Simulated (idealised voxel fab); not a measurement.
process module | voxel local oxidation
cross-section cut | 295 nm wide | cells 5 nm
A cross-section is a grid of square cells, given in bands from the top down. A band is one or more rows of cells.
Each band's line starts with the height of the band's top and of its bottom, in nm. Then come its materials from left to right, each with its width in nm. One material with "throughout" fills the band from edge to edge. "air" is empty space.
Height 0 is the level under which the wafer as received is all one material. The lowest band goes on downwards, as in "0 down".
A width such as "30 to 40" changes by the same amount from each row of cells to the next, from the band's top row to its bottom row.
"no change" after a step means that no cell of the cross-section changed.
closed voids: empty space of 8 cells or more with no open way to the top, each as width x height at its distance from the left edge, in nm
after a step's settings: what the simulator itself notes on the step
overlay nm, on a step with a mask: how far to the right of its planned place the mask lay; to the left if negative
plan
1 op RECEIVE | material Si
2 op CONFORMAL_DEP | material SiO2 | thk nm 5
3 op CONFORMAL_DEP | material SiN | thk nm 10
4 op DIRECTIONAL_DEP | material aC | thk nm 10
5 op PATTERN | tone cover | mask id ACTIVE | material resist | width nm 95 | pitch nm 135 | thk nm 30 | overlay nm 0
6 op DIRECTIONAL_ETCH | etch materials aC | depth nm 10
7 op STRIP | etch materials resist
8 op DIRECTIONAL_ETCH | etch materials SiN | depth nm 10
9 op STRIP | etch materials aC
10 op SELECTIVE_ETCH | etch materials SiO2 | depth nm 5
11 op OXIDIZE | depth nm 15
12 op STRIP | etch materials SiN
as received, after step 1
  0 down: Si throughout
  closed voids: none
a wafer at the end: this start, this plan, one mistake
  5 to 0: air 35 | SiO2 85 | air 50 | SiO2 85 | air 40
  0 to -25: SiO2 60 | Si 35 | SiO2 100 | Si 35 | SiO2 65
  -25 down: Si throughout
  closed voids: none
what went wrong: step 11 ran as: op OXIDIZE | depth nm 25
